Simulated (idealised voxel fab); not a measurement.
The name of this process module is voxel spacer lines.
Shown is cross-section cut, with a width of 235 nm and square cells of size 5 nm.
In this document a cross-section is written as a grid of square cells. It is given as a series of bands, listed from the top down, and a band is one or more rows of cells. Read a band's entry like this: the first values are the height of its top and the height of its bottom in nm, and what follows is the sequence of materials from left to right, each with its width in nm. Note that "air" is empty space, and that a single material marked "everywhere" reaches across the band from edge to edge. For the purposes of this specification, 0 denotes the height below which the wafer in its as-received condition is composed wholly of one material, and the lowermost band, lacking a lower limit, extends downward without end, as expressed in "0 -> down". Top row gets the first number, bottom row gets the second, and each row in between changes by the same step: that is how a band width like "30..40" works. "remained unchanged" means the step left every cell of the cross-section as it was. "Closed internal voids" means: voids of 8 cells or more that are shut off from the top with no open way through. Written width x height at distance, distance from the left edge, in nm. Note: text after step settings on the step line = simulator remark on that step. For masked steps, "overlay nm" on the step line gives how far right of plan the mask actually lay; a minus sign means it lay to the left.
Steps in the process plan
| 1 | RECEIVE: material Si |
| 2 | CONFORMAL_DEP: material Al2O3, thk nm 5 |
| 3 | DIRECTIONAL_DEP: material W, thk nm 20 |
| 4 | DIRECTIONAL_DEP: material polySi, thk nm 30 |
| 5 | PATTERN: tone cover, mask id MANDREL, material resist, width nm 20, pitch nm 60, thk nm 35, overlay nm 0 |
| 6 | DIRECTIONAL_ETCH: etch materials polySi, depth nm 30 |
| 7 | STRIP: etch materials resist |
| 8 | CONFORMAL_DEP: material SiO2, thk nm 10 |
| 9 | DIRECTIONAL_ETCH: etch materials SiO2, depth nm 10 |
| 10 | STRIP: etch materials polySi |
| 11 | DIRECTIONAL_ETCH: etch materials W, depth nm 20 |
| 12 | STRIP: etch materials SiO2 |
| 13 | FILL_DEP: material SiO2, thk nm 5 |
| 14 | CMP: height nm 25 |
First out of two wafers; run went to plan
Cross-section of the wafer at receipt, which is the condition after step 1
  0 -> down = Si everywhere
  Closed internal voids: none
After step 2, in cross-section
  5 -> 0 = Al2O3 everywhere
  Under the height 0 nothing was changed.
After step 3, in cross-section
  25 -> 5 = W everywhere
  Under the height 5 nothing was changed.
After step 4, in cross-section
  55 -> 25 = polySi everywhere
  Under the height 25 nothing was changed.
After step 5, in cross-section
  90 -> 55 = air: 75 / resist: 20 / air: 40 / resist: 20 / air: 80
  Under the height 55 nothing was changed.
After step 6, in cross-section
  90 -> 55 = air: 75 / resist: 20 / air: 40 / resist: 20 / air: 80
  55 -> 25 = air: 75 / polySi: 20 / air: 40 / polySi: 20 / air: 80
  Under the height 25 nothing was changed.
After step 7, in cross-section
  55 -> 25 = air: 75 / polySi: 20 / air: 40 / polySi: 20 / air: 80
  Under the height 25 nothing was changed.
After step 8, in cross-section
  65 -> 55 = air: 65 / SiO2: 40 / air: 20 / SiO2: 40 / air: 70
  55 -> 35 = air: 65 / SiO2: 10 / polySi: 20 / SiO2: 10 / air: 20 / SiO2: 10 / polySi: 20 / SiO2: 10 / air: 70
  35 -> 25 = SiO2: 75 / polySi: 20 / SiO2: 40 / polySi: 20 / SiO2: 80
  Under the height 25 nothing was changed.
After step 9, in cross-section
  55 -> 25 = air: 65 / SiO2: 10 / polySi: 20 / SiO2: 10 / air: 20 / SiO2: 10 / polySi: 20 / SiO2: 10 / air: 70
  Under the height 25 nothing was changed.
After step 10, in cross-section
  55 -> 25 = air: 65 / SiO2: 10 / air: 20 / SiO2: 10 / air: 20 / SiO2: 10 / air: 20 / SiO2: 10 / air: 70
  Under the height 25 nothing was changed.
After step 11, in cross-section
  55 -> 25 = air: 65 / SiO2: 10 / air: 20 / SiO2: 10 / air: 20 / SiO2: 10 / air: 20 / SiO2: 10 / air: 70
  25 -> 5 = air: 65 / W: 10 / air: 20 / W: 10 / air: 20 / W: 10 / air: 20 / W: 10 / air: 70
  Under the height 5 nothing was changed.
After step 12, in cross-section
  25 -> 5 = air: 65 / W: 10 / air: 20 / W: 10 / air: 20 / W: 10 / air: 20 / W: 10 / air: 70
  Under the height 5 nothing was changed.
After step 13, in cross-section
  30 -> 25 = SiO2 everywhere
  25 -> 5 = SiO2: 65 / W: 10 / SiO2: 20 / W: 10 / SiO2: 20 / W: 10 / SiO2: 20 / W: 10 / SiO2: 70
  Under the height 5 nothing was changed.
After step 14, in cross-section
  25 -> 5 = SiO2: 65 / W: 10 / SiO2: 20 / W: 10 / SiO2: 20 / W: 10 / SiO2: 20 / W: 10 / SiO2: 70
  Under the height 5 nothing was changed.
Second wafer - shared start and plan with the first - one error in running - same as the first up to step 4 inclusive
Look at the second wafer in cross-section at the time step 5 ought to have finished
  90 -> 55 = air: 70 / resist: 30 / air: 30 / resist: 30 / air: 75
  Under the height 55 nothing was changed.
Look at the second wafer in cross-section at the time step 6 ought to have finished
  90 -> 55 = air: 70 / resist: 30 / air: 30 / resist: 30 / air: 75
  55 -> 25 = air: 70 / polySi: 30 / air: 30 / polySi: 30 / air: 75
  Under the height 25 nothing was changed.
Look at the second wafer in cross-section at the time step 7 ought to have finished
  55 -> 25 = air: 70 / polySi: 30 / air: 30 / polySi: 30 / air: 75
  Under the height 25 nothing was changed.
Look at the second wafer in cross-section at the time step 8 ought to have finished
  65 -> 55 = air: 60 / SiO2: 50 / air: 10 / SiO2: 50 / air: 65
  55 -> 35 = air: 60 / SiO2: 10 / polySi: 30 / SiO2: 10 / air: 10 / SiO2: 10 / polySi: 30 / SiO2: 10 / air: 65
  35 -> 25 = SiO2: 70 / polySi: 30 / SiO2: 30 / polySi: 30 / SiO2: 75
  Under the height 25 nothing was changed.
Look at the second wafer in cross-section at the time step 9 ought to have finished
  55 -> 25 = air: 60 / SiO2: 10 / polySi: 30 / SiO2: 10 / air: 10 / SiO2: 10 / polySi: 30 / SiO2: 10 / air: 65
  Under the height 25 nothing was changed.
Look at the second wafer in cross-section at the time step 10 ought to have finished
  55 -> 25 = air: 60 / SiO2: 10 / air: 30 / SiO2: 10 / air: 10 / SiO2: 10 / air: 30 / SiO2: 10 / air: 65
  Under the height 25 nothing was changed.
Look at the second wafer in cross-section at the time step 11 ought to have finished
  55 -> 25 = air: 60 / SiO2: 10 / air: 30 / SiO2: 10 / air: 10 / SiO2: 10 / air: 30 / SiO2: 10 / air: 65
  25 -> 5 = air: 60 / W: 10 / air: 30 / W: 10 / air: 10 / W: 10 / air: 30 / W: 10 / air: 65
  Under the height 5 nothing was changed.
Look at the second wafer in cross-section at the time step 12 ought to have finished
  25 -> 5 = air: 60 / W: 10 / air: 30 / W: 10 / air: 10 / W: 10 / air: 30 / W: 10 / air: 65
  Under the height 5 nothing was changed.
Look at the second wafer in cross-section at the time step 13 ought to have finished
  30 -> 25 = SiO2 everywhere
  25 -> 5 = SiO2: 60 / W: 10 / SiO2: 30 / W: 10 / SiO2: 10 / W: 10 / SiO2: 30 / W: 10 / SiO2: 65
  Under the height 5 nothing was changed.
Look at the second wafer in cross-section at the time step 14 ought to have finished
  25 -> 5 = SiO2: 60 / W: 10 / SiO2: 30 / W: 10 / SiO2: 10 / W: 10 / SiO2: 30 / W: 10 / SiO2: 65
  Under the height 5 nothing was changed.
Want to know what went wrong? step 5 did not happen as planned, as run it was PATTERN: tone cover, mask id MANDREL, material resist, width nm 30, pitch nm 60, thk nm 35, overlay nm 0
Both wafers, final: cells per material equal; arrangement not.
